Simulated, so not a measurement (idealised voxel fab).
Process module in this document: voxel double patterning
The width of the displayed cross-section, cut, is 195 nm; its cells are square, with a size of 5 nm.
In what follows, cross-sections appear as grids of square cells, described through bands that run from the top down, where every band is one or more rows of cells. Top, bottom (nm), then materials left to right with widths (nm); lone material tagged "throughout" fills the whole band edge to edge; "air" = empty space. Counting heights begins at 0, where everything beneath is, in the wafer as received, one material. The lowest band has no bottom; it goes on downwards, as "z 0 and below" shows. A width such as "30->40" changes by the same amount from each row of cells to the next, from the band's top row to its bottom row. "nothing got changed" means the step left every cell of the cross-section as it was. Basically, "Internal closed voids" tells you about the enclosed voids: empty spaces with no open way to the top, 8 cells or bigger, each written width x height at distance, where distance is from the left edge, all in nm. Formally, on a step line, whatever follows the settings is a remark that the simulator itself makes on the step. The line of a step may include "overlay nm". On a step with a mask, this value is how far to the right of its planned place the mask lay. A negative value means the mask lay to the left.
PLANNED PROCESS STEPS
| 1 | RECEIVE,material Si |
| 2 | CONFORMAL_DEP,material SiN,thk nm 5 |
| 3 | DIRECTIONAL_DEP,material SiO2,thk nm 15 |
| 4 | DIRECTIONAL_DEP,material SiCN,thk nm 5 |
| 5 | MASKED_ETCH,tone open,mask id FIRST,width nm 15,pitch nm 50,etch materials SiCN,depth nm 5,overlay nm 0 |
| 6 | PATTERN,tone open,mask id SECOND,material resist,width nm 15,pitch nm 50,thk nm 15,overlay nm 0 |
| 7 | DIRECTIONAL_ETCH,etch materials SiCN,depth nm 5 |
| 8 | STRIP,etch materials resist |
| 9 | DIRECTIONAL_ETCH,etch materials SiO2,depth nm 15 |
| 10 | STRIP,etch materials SiCN |
AS RECEIVED (POST STEP 1): CROSS-SECTION
  z 0 and below | Si throughout
  Internal closed voids: none
FINAL CROSS-SECTION, MODULE RUN WITH ONE MISTAKE (START AND PLAN AS ABOVE)
  z 25 to 20 | SiN throughout
  z 20 to 5 | SiO2 throughout
  z 5 to 0 | SiN throughout
  z 0 and below | Si throughout
  Internal closed voids: none
What went wrong in running the wafer? it should be noted that step 4 was executed with settings other than those planned, the operation and settings actually applied being DIRECTIONAL_DEP,material SiN,thk nm 5
